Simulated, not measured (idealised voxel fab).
process module | voxel double patterning
cross-section cut | 165 nm wide | cells 5 nm
A cross-section is a grid of square cells, given in bands from the top down. A band is one or more rows of cells.
Each band's line starts with the height of the band's top and of its bottom, in nm. Then come its materials from left to right, each with its width in nm. One material with "throughout" fills the band from edge to edge. "air" is empty space.
Height 0 is the level under which the wafer as received is all one material. The lowest band goes on downwards, as in "0 down".
A width such as "30 to 40" changes by the same amount from each row of cells to the next, from the band's top row to its bottom row.
"no change" after a step means that no cell of the cross-section changed.
closed voids: empty space of 8 cells or more with no open way to the top, each as width x height at its distance from the left edge, in nm
after a step's settings: what the simulator itself notes on the step
overlay nm, on a step with a mask: how far to the right of its planned place the mask lay; to the left if negative
plan
1 op RECEIVE | material Si
2 op CONFORMAL_DEP | material SiO2 | thk nm 10
3 op DIRECTIONAL_DEP | material TiN | thk nm 20
4 op DIRECTIONAL_DEP | material SiCN | thk nm 5
5 op DIRECTIONAL_DEP | material aC | thk nm 15
6 op PATTERN | tone open | mask id FIRST | material resist | width nm 15 | pitch nm 50 | thk nm 35 | overlay nm 0
7 op DIRECTIONAL_ETCH | etch materials aC | depth nm 15
8 op STRIP | etch materials resist
9 op DIRECTIONAL_ETCH | etch materials SiCN | depth nm 5
10 op STRIP | etch materials aC
11 op PATTERN | tone open | mask id SECOND | material resist | width nm 15 | pitch nm 50 | thk nm 20 | overlay nm 0
12 op DIRECTIONAL_ETCH | etch materials SiCN | depth nm 5
13 op STRIP | etch materials resist
14 op DIRECTIONAL_ETCH | etch materials TiN | depth nm 20
15 op STRIP | etch materials SiCN
first wafer, as planned
as received, after step 1
  0 down: Si throughout
  closed voids: none
after step 2
  10 to 0: SiO2 throughout
  below 0: unchanged
after step 3
  30 to 10: TiN throughout
  below 10: unchanged
after step 4
  35 to 30: SiCN throughout
  below 30: unchanged
after step 5
  50 to 35: aC throughout
  below 35: unchanged
after step 6
  85 to 50: resist 25 | air 15 | resist 35 | air 15 | resist 35 | air 15 | resist 25
  below 50: unchanged
after step 7
  70 to 50: resist 25 | air 15 | resist 35 | air 15 | resist 35 | air 15 | resist 25
  50 to 35: aC 25 | air 15 | aC 35 | air 15 | aC 35 | air 15 | aC 25
  below 35: unchanged
after step 8
  50 to 35: aC 25 | air 15 | aC 35 | air 15 | aC 35 | air 15 | aC 25
  below 35: unchanged
after step 9
  50 to 35: aC 25 | air 15 | aC 35 | air 15 | aC 35 | air 15 | aC 25
  35 to 30: SiCN 25 | air 15 | SiCN 35 | air 15 | SiCN 35 | air 15 | SiCN 25
  below 30: unchanged
after step 10
  35 to 30: SiCN 25 | air 15 | SiCN 35 | air 15 | SiCN 35 | air 15 | SiCN 25
  below 30: unchanged
after step 11
  55 to 35: resist 50 | air 15 | resist 35 | air 15 | resist 50
  35 to 30: SiCN 25 | resist 15 | SiCN 35 | resist 15 | SiCN 35 | resist 15 | SiCN 25
  below 30: unchanged
after step 12
  55 to 35: resist 50 | air 15 | resist 35 | air 15 | resist 50
  35 to 30: SiCN 25 | resist 15 | SiCN 10 | air 15 | SiCN 10 | resist 15 | SiCN 10 | air 15 | SiCN 10 | resist 15 | SiCN 25
  below 30: unchanged
after step 13
  35 to 30: SiCN 25 | air 15 | SiCN 10 | air 15 | SiCN 10 | air 15 | SiCN 10 | air 15 | SiCN 10 | air 15 | SiCN 25
  below 30: unchanged
after step 14
  35 to 30: SiCN 25 | air 15 | SiCN 10 | air 15 | SiCN 10 | air 15 | SiCN 10 | air 15 | SiCN 10 | air 15 | SiCN 25
  30 to 10: TiN 25 | air 15 | TiN 10 | air 15 | TiN 10 | air 15 | TiN 10 | air 15 | TiN 10 | air 15 | TiN 25
  below 10: unchanged
after step 15
  30 to 10: TiN 25 | air 15 | TiN 10 | air 15 | TiN 10 | air 15 | TiN 10 | air 15 | TiN 10 | air 15 | TiN 25
  below 10: unchanged
second wafer: like start, like plan, one mistake. Through step 4 it matches the first wafer
when step 5 should have ended
  50 to 35: SiO2 throughout
  below 35: unchanged
when step 6 should have ended
  85 to 50: resist 25 | air 15 | resist 35 | air 15 | resist 35 | air 15 | resist 25
  below 50: unchanged
when step 7 should have ended
  70 to 50: resist 25 | air 15 | resist 35 | air 15 | resist 35 | air 15 | resist 25
  below 50: unchanged
when step 8 should have ended
  50 to 35: SiO2 throughout
  below 35: unchanged
when step 9 should have ended: no change
when step 10 should have ended: no change
when step 11 should have ended
  70 to 50: resist 50 | air 15 | resist 35 | air 15 | resist 50
  below 50: unchanged
when step 12 should have ended: no change
when step 13 should have ended
  50 to 35: SiO2 throughout
  below 35: unchanged
when step 14 should have ended: no change
when step 15 should have ended: no change
what went wrong: step 5 ran as: op DIRECTIONAL_DEP | material SiO2 | thk nm 15
at the end the second wafer has, in cells: 33 more of SiCN | 99 more of SiO2 | 60 more of TiN
